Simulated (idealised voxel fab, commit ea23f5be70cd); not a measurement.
Module name: voxel trench capacitor (process module)
The width of the displayed cross-section, cut, is 205 nm; its cells are square, with a size of 5 nm.
We lay out every cross-section as a grid of square cells and spell it out in bands from the top down, where one band means one or more rows of cells.
Read a band's entry like this: the first values are the height of its top and the height of its bottom in nm, and what follows is the sequence of materials from left to right, each with its width in nm. Note that "blank" is empty space, and that a single material marked "throughout" reaches across the band from edge to edge.
Beneath 0, the wafer as received is one material, and that level is where height counting begins. The lowest band goes on downward without a bottom; it is written like "from 0 down".
Width: "30..40" (first number = top row, second number = bottom row, same change from row to row of cells).
Any step labelled "no alteration" changed none of the cells in the cross-section.
Enclosed voids (no open way to top), threshold 8 cells or more, entry "Enclosed internal voids", notation width x height at distance, distance from left edge, nm.
Read whatever lies past the settings on a step's line as the simulator's own remark about the step.
The setting "overlay nm" may be written on the line of a step. When the step uses a mask, the value reports how far to the right of the planned place the mask lay, and a negative value reports that it lay to the left.
The steps planned for the process are as follows:
1 RECEIVE: material Si
2 CONFORMAL_DEP: material SiN, thk nm 5
3 DIRECTIONAL_DEP: material aC, thk nm 10
4 PATTERN: tone open, mask id TRENCH, material resist, width nm 15, pitch nm 50, thk nm 30, overlay nm 0
5 DIRECTIONAL_ETCH: etch materials aC, depth nm 10
6 STRIP: etch materials resist
7 DIRECTIONAL_ETCH: etch materials SiN, depth nm 5
8 DIRECTIONAL_ETCH: etch materials Si, depth nm 25
9 STRIP: etch materials aC
10 CONFORMAL_DEP: material Al2O3, thk nm 5
11 FILL_DEP: material polySi, thk nm 5
12 CMP: height nm 5
Variable across wafers: step 4 width nm (plan value is that of the first wafer; starting state common to all).
Cross-section of the first of several wafers as received (after step 1):
> from 0 down: Si throughout
> Enclosed internal voids: none
The first of several wafers, seen in cross-section after the module's last step, step 12:
> from 5 to 0: SiN 70; Al2O3 5; polySi 5; Al2O3 5; SiN 35; Al2O3 5; polySi 5; Al2O3 5; SiN 70
> from 0 to -20: Si 70; Al2O3 5; polySi 5; Al2O3 5; Si 35; Al2O3 5; polySi 5; Al2O3 5; Si 70
> from -20 to -25: Si 70; Al2O3 15; Si 35; Al2O3 15; Si 70
> from -25 down: Si throughout
> Enclosed internal voids: none
Here's the last wafer cross-sectioned at the end of the module:
> from 5 to 0: SiN 60; Al2O3 5; polySi 25; Al2O3 5; SiN 15; Al2O3 5; polySi 25; Al2O3 5; SiN 60
> from 0 to -20: Si 60; Al2O3 5; polySi 25; Al2O3 5; Si 15; Al2O3 5; polySi 25; Al2O3 5; Si 60
> from -20 to -25: Si 60; Al2O3 35; Si 15; Al2O3 35; Si 60
> from -25 down: Si throughout
> Enclosed internal voids: none
End of module, by wafer: material-by-material cell gain (+) or loss (-) since receipt, then closed voids:
width nm 15 | +26 Al2O3 | -30 Si | +35 SiN | +10 polySi | Enclosed internal voids: none
width nm 20 | +28 Al2O3 | -40 Si | +33 SiN | +20 polySi | Enclosed internal voids: none
width nm 25 | +30 Al2O3 | -50 Si | +31 SiN | +30 polySi | Enclosed internal voids: none
width nm 30 | +32 Al2O3 | -60 Si | +29 SiN | +40 polySi | Enclosed internal voids: none
width nm 35 | +34 Al2O3 | -70 Si | +27 SiN | +50 polySi | Enclosed internal voids: none
